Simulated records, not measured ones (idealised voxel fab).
You're looking at the process module voxel self aligned vias.
Square cells of 5 nm make up the cross-section cut, whose width is 265 nm.
Cross-section layout: square cells on a grid; listed as bands, top to bottom; a band spans one or more cell rows.
For a band, the entry starts with two heights in nm, that of the top and then that of the bottom, and carries on with the band's materials in order from left to right, each alongside its width in nm; the word "full width" beside a single material means it fills the band edge to edge, and "empty" means empty space.
It should be noted that heights are counted from 0, beneath which the wafer as supplied is of one material throughout, and that the lowest band possesses no lower boundary but continues downward, as written in "0 and below".
So if you see something like "30 to 40" for the width, read it as the top row of the band sitting at the first number and the bottom row at the second, with every row in between moving by the same amount as the last.
You'll sometimes find "no modifications" written for a step, and that's the way of saying that nowhere in the cross-section did a cell change during that step.
So "Enclosed void catalog" is basically the list of trapped voids: any empty space of 8 cells or more that can't reach the top through an opening. They're written width x height at distance, the distance being from the left edge, and it's all nm.
Step line, after settings: the simulator's comment on this step.
The setting "overlay nm" may be written on the line of a step. When the step uses a mask, the value reports how far to the right of the planned place the mask lay, and a negative value reports that it lay to the left.

## plan
- 1: RECEIVE,material Si
- 2: CONFORMAL_DEP,material SiO2,thk nm 10
- 3: CONFORMAL_DEP,material SiCN,thk nm 5
- 4: DIRECTIONAL_DEP,material lowk,thk nm 25
- 5: MASKED_ETCH,tone open,mask id LINES,width nm 25,pitch nm 65,etch materials lowk,depth nm 25,overlay nm 0
- 6: CONFORMAL_DEP,material TiN,thk nm 5
- 7: FILL_DEP,material W,thk nm 5
- 8: CMP,height nm 40
- 9: SELECTIVE_ETCH,etch materials W Ru TiN,depth nm 10
- 10: FILL_DEP,material SiN,thk nm 10
- 11: CMP,height nm 40
- 12: DIRECTIONAL_DEP,material lowk,thk nm 15
- 13: DIRECTIONAL_DEP,material aC,thk nm 15
- 14: PATTERN,tone open,mask id VIAS,material resist,width nm 35,pitch nm 130,thk nm 30,overlay nm 0
- 15: DIRECTIONAL_ETCH,etch materials aC,depth nm 15
- 16: STRIP,etch materials resist
- 17: DIRECTIONAL_ETCH,etch materials lowk,depth nm 15
- 18: DIRECTIONAL_ETCH,etch materials SiN,depth nm 10
- 19: STRIP,etch materials aC
- 20: CONFORMAL_DEP,material TiN,thk nm 5
- 21: FILL_DEP,material Cu,thk nm 5
- 22: CMP,height nm 55
- 23: CONFORMAL_DEP,material SiCN,thk nm 5

## Of two wafers, the first: run according to plan

## Shown in cross-section is the wafer as received, that is, as it stands after step 1
	0 and below  Si full width
	Enclosed void catalog: none

## Cross-section through the wafer, step 2 finished
	10 down to 0  SiO2 full width
	All layers under 0 are left as they were.

## Cross-section through the wafer, step 3 finished
	15 down to 10  SiCN full width
	All layers under 10 are left as they were.

## Cross-section through the wafer, step 4 finished
	40 down to 15  lowk full width
	All layers under 15 are left as they were.

## Cross-section through the wafer, step 5 finished
	40 down to 15  lowk 55 | empty 25 | lowk 40 | empty 25 | lowk 40 | empty 25 | lowk 55
	All layers under 15 are left as they were.

## Cross-section through the wafer, step 6 finished
	45 down to 40  TiN 60 | empty 15 | TiN 50 | empty 15 | TiN 50 | empty 15 | TiN 60
	40 down to 20  lowk 55 | TiN 5 | empty 15 | TiN 5 | lowk 40 | TiN 5 | empty 15 | TiN 5 | lowk 40 | TiN 5 | empty 15 | TiN 5 | lowk 55
	20 down to 15  lowk 55 | TiN 25 | lowk 40 | TiN 25 | lowk 40 | TiN 25 | lowk 55
	All layers under 15 are left as they were.

## Cross-section through the wafer, step 7 finished
	50 down to 45  W full width
	45 down to 40  TiN 60 | W 15 | TiN 50 | W 15 | TiN 50 | W 15 | TiN 60
	40 down to 20  lowk 55 | TiN 5 | W 15 | TiN 5 | lowk 40 | TiN 5 | W 15 | TiN 5 | lowk 40 | TiN 5 | W 15 | TiN 5 | lowk 55
	All layers under 20 are left as they were.

## Cross-section through the wafer, step 8 finished
	40 down to 20  lowk 55 | TiN 5 | W 15 | TiN 5 | lowk 40 | TiN 5 | W 15 | TiN 5 | lowk 40 | TiN 5 | W 15 | TiN 5 | lowk 55
	All layers under 20 are left as they were.

## Cross-section through the wafer, step 9 finished
	40 down to 30  lowk 55 | empty 25 | lowk 40 | empty 25 | lowk 40 | empty 25 | lowk 55
	All layers under 30 are left as they were.

## Cross-section through the wafer, step 10 finished
	50 down to 40  SiN full width
	40 down to 30  lowk 55 | SiN 25 | lowk 40 | SiN 25 | lowk 40 | SiN 25 | lowk 55
	All layers under 30 are left as they were.

## Cross-section through the wafer, step 11 finished
	40 down to 30  lowk 55 | SiN 25 | lowk 40 | SiN 25 | lowk 40 | SiN 25 | lowk 55
	All layers under 30 are left as they were.

## Cross-section through the wafer, step 12 finished
	55 down to 40  lowk full width
	All layers under 40 are left as they were.

## Cross-section through the wafer, step 13 finished
	70 down to 55  aC full width
	All layers under 55 are left as they were.

## Cross-section through the wafer, step 14 finished
	100 down to 70  resist 50 | empty 35 | resist 95 | empty 35 | resist 50
	All layers under 70 are left as they were.

## Cross-section through the wafer, step 15 finished
	85 down to 70  resist 50 | empty 35 | resist 95 | empty 35 | resist 50
	70 down to 55  aC 50 | empty 35 | aC 95 | empty 35 | aC 50
	All layers under 55 are left as they were.

## Cross-section through the wafer, step 16 finished
	70 down to 55  aC 50 | empty 35 | aC 95 | empty 35 | aC 50
	All layers under 55 are left as they were.

## Cross-section through the wafer, step 17 finished
	70 down to 55  aC 50 | empty 35 | aC 95 | empty 35 | aC 50
	55 down to 40  lowk 50 | empty 35 | lowk 95 | empty 35 | lowk 50
	All layers under 40 are left as they were.

## Cross-section through the wafer, step 18 finished
	70 down to 55  aC 50 | empty 35 | aC 95 | empty 35 | aC 50
	55 down to 40  lowk 50 | empty 35 | lowk 95 | empty 35 | lowk 50
	40 down to 30  lowk 55 | empty 25 | lowk 40 | SiN 25 | lowk 40 | empty 25 | lowk 55
	All layers under 30 are left as they were.

## Cross-section through the wafer, step 19 finished
	55 down to 40  lowk 50 | empty 35 | lowk 95 | empty 35 | lowk 50
	All layers under 40 are left as they were.

## Cross-section through the wafer, step 20 finished
	60 down to 55  TiN 55 | empty 25 | TiN 105 | empty 25 | TiN 55
	55 down to 45  lowk 50 | TiN 5 | empty 25 | TiN 5 | lowk 95 | TiN 5 | empty 25 | TiN 5 | lowk 50
	45 down to 40  lowk 50 | TiN 10 | empty 15 | TiN 10 | lowk 95 | TiN 10 | empty 15 | TiN 10 | lowk 50
	40 down to 35  lowk 55 | TiN 5 | empty 15 | TiN 5 | lowk 40 | SiN 25 | lowk 40 | TiN 5 | empty 15 | TiN 5 | lowk 55
	35 down to 30  lowk 55 | TiN 25 | lowk 40 | SiN 25 | lowk 40 | TiN 25 | lowk 55
	All layers under 30 are left as they were.

## Cross-section through the wafer, step 21 finished
	65 down to 60  Cu full width
	60 down to 55  TiN 55 | Cu 25 | TiN 105 | Cu 25 | TiN 55
	55 down to 45  lowk 50 | TiN 5 | Cu 25 | TiN 5 | lowk 95 | TiN 5 | Cu 25 | TiN 5 | lowk 50
	45 down to 40  lowk 50 | TiN 10 | Cu 15 | TiN 10 | lowk 95 | TiN 10 | Cu 15 | TiN 10 | lowk 50
	40 down to 35  lowk 55 | TiN 5 | Cu 15 | TiN 5 | lowk 40 | SiN 25 | lowk 40 | TiN 5 | Cu 15 | TiN 5 | lowk 55
	All layers under 35 are left as they were.

## Cross-section through the wafer, step 22 finished
	55 down to 45  lowk 50 | TiN 5 | Cu 25 | TiN 5 | lowk 95 | TiN 5 | Cu 25 | TiN 5 | lowk 50
	All layers under 45 are left as they were.

## Cross-section through the wafer, step 23 finished
	60 down to 55  SiCN full width
	All layers under 55 are left as they were.

## Here the second wafer is described. Its start and its plan were those of the first wafer. Its run contained one mistake. Up to and including step 4, it did exactly what the first wafer did

## The second wafer in cross-section, at the planned close of step 5
	40 down to 15  empty 55 | lowk 25 | empty 40 | lowk 25 | empty 40 | lowk 25 | empty 55
	All layers under 15 are left as they were.

## The second wafer in cross-section, at the planned close of step 6
	45 down to 40  empty 50 | TiN 35 | empty 30 | TiN 35 | empty 30 | TiN 35 | empty 50
	40 down to 20  empty 50 | TiN 5 | lowk 25 | TiN 5 | empty 30 | TiN 5 | lowk 25 | TiN 5 | empty 30 | TiN 5 | lowk 25 | TiN 5 | empty 50
	20 down to 15  TiN 55 | lowk 25 | TiN 40 | lowk 25 | TiN 40 | lowk 25 | TiN 55
	All layers under 15 are left as they were.

## The second wafer in cross-section, at the planned close of step 7
	50 down to 45  W full width
	45 down to 40  W 50 | TiN 35 | W 30 | TiN 35 | W 30 | TiN 35 | W 50
	40 down to 20  W 50 | TiN 5 | lowk 25 | TiN 5 | W 30 | TiN 5 | lowk 25 | TiN 5 | W 30 | TiN 5 | lowk 25 | TiN 5 | W 50
	All layers under 20 are left as they were.

## The second wafer in cross-section, at the planned close of step 8
	40 down to 20  W 50 | TiN 5 | lowk 25 | TiN 5 | W 30 | TiN 5 | lowk 25 | TiN 5 | W 30 | TiN 5 | lowk 25 | TiN 5 | W 50
	All layers under 20 are left as they were.

## The second wafer in cross-section, at the planned close of step 9
	40 down to 30  empty 55 | lowk 25 | empty 40 | lowk 25 | empty 40 | lowk 25 | empty 55
	All layers under 30 are left as they were.

## The second wafer in cross-section, at the planned close of step 10
	50 down to 40  SiN full width
	40 down to 30  SiN 55 | lowk 25 | SiN 40 | lowk 25 | SiN 40 | lowk 25 | SiN 55
	All layers under 30 are left as they were.

## The second wafer in cross-section, at the planned close of step 11
	40 down to 30  SiN 55 | lowk 25 | SiN 40 | lowk 25 | SiN 40 | lowk 25 | SiN 55
	All layers under 30 are left as they were.

## The second wafer in cross-section, at the planned close of step 12
	55 down to 40  lowk full width
	All layers under 40 are left as they were.

## The second wafer in cross-section, at the planned close of step 13
	70 down to 55  aC full width
	All layers under 55 are left as they were.

## The second wafer in cross-section, at the planned close of step 14
	100 down to 70  resist 50 | empty 35 | resist 95 | empty 35 | resist 50
	All layers under 70 are left as they were.

## The second wafer in cross-section, at the planned close of step 15
	85 down to 70  resist 50 | empty 35 | resist 95 | empty 35 | resist 50
	70 down to 55  aC 50 | empty 35 | aC 95 | empty 35 | aC 50
	All layers under 55 are left as they were.

## The second wafer in cross-section, at the planned close of step 16
	70 down to 55  aC 50 | empty 35 | aC 95 | empty 35 | aC 50
	All layers under 55 are left as they were.

## The second wafer in cross-section, at the planned close of step 17
	70 down to 55  aC 50 | empty 35 | aC 95 | empty 35 | aC 50
	55 down to 40  lowk 50 | empty 35 | lowk 95 | empty 35 | lowk 50
	All layers under 40 are left as they were.

## The second wafer in cross-section, at the planned close of step 18
	70 down to 55  aC 50 | empty 35 | aC 95 | empty 35 | aC 50
	55 down to 40  lowk 50 | empty 35 | lowk 95 | empty 35 | lowk 50
	40 down to 30  SiN 50 | empty 5 | lowk 25 | empty 5 | SiN 35 | lowk 25 | SiN 35 | empty 5 | lowk 25 | empty 5 | SiN 50
	All layers under 30 are left as they were.

## The second wafer in cross-section, at the planned close of step 19
	55 down to 40  lowk 50 | empty 35 | lowk 95 | empty 35 | lowk 50
	All layers under 40 are left as they were.

## The second wafer in cross-section, at the planned close of step 20
	60 down to 55  TiN 55 | empty 25 | TiN 105 | empty 25 | TiN 55
	55 down to 45  lowk 50 | TiN 5 | empty 25 | TiN 5 | lowk 95 | TiN 5 | empty 25 | TiN 5 | lowk 50
	45 down to 40  lowk 50 | TiN 35 | lowk 95 | TiN 35 | lowk 50
	40 down to 30  SiN 50 | TiN 5 | lowk 25 | TiN 5 | SiN 35 | lowk 25 | SiN 35 | TiN 5 | lowk 25 | TiN 5 | SiN 50
	All layers under 30 are left as they were.

## The second wafer in cross-section, at the planned close of step 21
	65 down to 60  Cu full width
	60 down to 55  TiN 55 | Cu 25 | TiN 105 | Cu 25 | TiN 55
	55 down to 45  lowk 50 | TiN 5 | Cu 25 | TiN 5 | lowk 95 | TiN 5 | Cu 25 | TiN 5 | lowk 50
	All layers under 45 are left as they were.

## The second wafer in cross-section, at the planned close of step 22
	55 down to 45  lowk 50 | TiN 5 | Cu 25 | TiN 5 | lowk 95 | TiN 5 | Cu 25 | TiN 5 | lowk 50
	All layers under 45 are left as they were.

## The second wafer in cross-section, at the planned close of step 23
	60 down to 55  SiCN full width
	All layers under 55 are left as they were.
It is concluded that the wafer was processed incorrectly with respect to the plan, in that step 5 was run on a setting that differed from the plan, and what really ran there is MASKED_ETCH,tone cover,mask id LINES,width nm 25,pitch nm 65,etch materials lowk,depth nm 25,overlay nm 0
Count the cells at the end and the second wafer has more or fewer of some materials than the first: Cu: 12 fewer | SiN: 58 more | TiN: 23 more | W: 46 more | lowk: 115 fewer
